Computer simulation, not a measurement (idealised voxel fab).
The process module presented herein is designated voxel released beams.
Displayed cross-section: cut, width of 145 nm, square cells sized 5 nm.
Notation: cross-section as square-cell grid; stated in bands, top first, going down; one or more cell rows per band. Band entry format. Leading values: height of top, height of bottom, nm. Remainder: materials in left-to-right order, each with its width in nm. Special words: "throughout" on a single material, which then fills the band edge to edge; "blank", empty space. Ref level 0: as-received wafer is one material below here. Bottom band extends down with no lower bound ("z 0 and below"). Width spec "30..40" -> top row of cells at first value, bottom row at second value, equal per-row change in between. The designation "stayed the same", where it is given for a processing step, indicates that no cell of the cross-section was altered in the course of that step. Encapsulated voids: empty space of 8 cells or more with no open way to the top, each as width x height at its distance from the left edge, in nm. Step line, after settings: the simulator's comment on this step. The "overlay nm" setting may appear on a step's line; for a step that uses a mask, it gives how far to the right of its planned position the mask lay, and a negative value indicates the left.

The steps planned for the process are as follows
1) RECEIVE, material Si
2) CONFORMAL_DEP, material Al2O3, thk nm 10
3) DIRECTIONAL_DEP, material SiO2, thk nm 20
4) DIRECTIONAL_DEP, material aC, thk nm 15
5) PATTERN, tone open, mask id ANCHOR, material resist, width nm 25, thk nm 30, overlay nm 0
6) DIRECTIONAL_ETCH, etch materials aC, depth nm 15
7) STRIP, etch materials resist
8) DIRECTIONAL_ETCH, etch materials SiO2, depth nm 20
9) STRIP, etch materials aC
10) CONFORMAL_DEP, material SiN, thk nm 5
11) PATTERN, tone cover, mask id BEAM, material resist, width nm 80, thk nm 15, overlay nm 0
12) DIRECTIONAL_ETCH, etch materials SiN, depth nm 10
13) STRIP, etch materials resist
14) STRIP, etch materials SiO2
Across this set of wafers, the varied parameter is the thk nm of step 10. Starting conditions are identical for every wafer, and the plan reports the value assigned to the first wafer.

Cross-section: the first of several wafers in its as-received state, i.e. following step 1
	z 0 and below  Si throughout
	Encapsulated voids: none

Heads up, this table goes wafer by wafer. A row tells you, at the end of the module, how many cells of each material that wafer has put on (+) or dropped (-) since it was received, and then its closed voids
thk nm 5, +58 Al2O3, +24 SiN, Encapsulated voids: none
thk nm 10, +58 Al2O3, +48 SiN, Encapsulated voids: none
thk nm 15, +58 Al2O3, +81 SiN, +96 SiO2, Encapsulated voids: none
thk nm 20, +58 Al2O3, +110 SiN, +96 SiO2, Encapsulated voids: none
thk nm 25, +58 Al2O3, +139 SiN, +96 SiO2, Encapsulated voids: none
